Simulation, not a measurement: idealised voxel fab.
process module | voxel spacer lines
The cross-section shown here is cut; it is 225 nm wide and divided into square cells measuring 5 nm on a side.
In what follows, cross-sections appear as grids of square cells, described through bands that run from the top down, where every band is one or more rows of cells.
Per band: top height and bottom height in nm, followed by the left-to-right materials and their widths in nm; "all across" marks a single material spanning edge to edge, "empty" marks empty space.
Ref level 0: as-received wafer is one material below here. Bottom band extends down with no lower bound ("from 0 down").
Read "30..40" as a graded width: first number on top, second number at the bottom, same change between each pair of neighbouring rows.
Basically "nothing altered" means that step didn't change any cell in the cross-section.
Any empty space of 8 cells or more lacking an open way to the top shows up in "Trapped void list" as width x height at distance, distance from the left edge, in nm.
That trailing text on a step's line, after the settings, is the simulator's own remark on the step.
The "overlay nm" setting may appear on a step's line; for a step that uses a mask, it gives how far to the right of its planned position the mask lay, and a negative value indicates the left.

-- Here's what the planned process steps look like
step 1: RECEIVE: material Si
step 2: CONFORMAL_DEP: material Al2O3, thk nm 5
step 3: DIRECTIONAL_DEP: material SiN, thk nm 10
step 4: DIRECTIONAL_DEP: material polySi, thk nm 25
step 5: PATTERN: tone cover, mask id MANDREL, material resist, width nm 25, pitch nm 80, thk nm 30, overlay nm 0
step 6: DIRECTIONAL_ETCH: etch materials polySi, depth nm 25
step 7: STRIP: etch materials resist
step 8: CONFORMAL_DEP: material SiO2, thk nm 15
step 9: DIRECTIONAL_ETCH: etch materials SiO2, depth nm 15
step 10: STRIP: etch materials polySi
step 11: DIRECTIONAL_ETCH: etch materials SiN, depth nm 10
step 12: STRIP: etch materials SiO2
step 13: FILL_DEP: material SiO2, thk nm 5
step 14: CMP: height nm 15

-- Cross-section of the wafer upon arrival, representing the state reached after step 1
from 0 down | Si all across
Trapped void list: none

-- first wafer at the end, as planned
from 15 to 5 | 45 of SiO2; 15 of SiN; 25 of SiO2; 15 of SiN; 25 of SiO2; 15 of SiN; 25 of SiO2; 15 of SiN; 45 of SiO2
from 5 to 0 | Al2O3 all across
from 0 down | Si all across
Trapped void list: none

-- This is the second of the two wafers, cross-sectioned at the end of the module; it started exactly like the first and was given the same plan, but it was run with one mistake
from 15 to 10 | SiO2 all across
from 10 to 0 | 45 of SiO2; 15 of SiN; 25 of SiO2; 15 of SiN; 25 of SiO2; 15 of SiN; 25 of SiO2; 15 of SiN; 45 of SiO2
from 0 down | Si all across
Trapped void list: none
Against the plan, the run slipped here: step 2 of the plan was omitted and not executed
Cell-count delta at end, second wafer over first, by material: Al2O3: 45 fewer, SiO2: 45 more
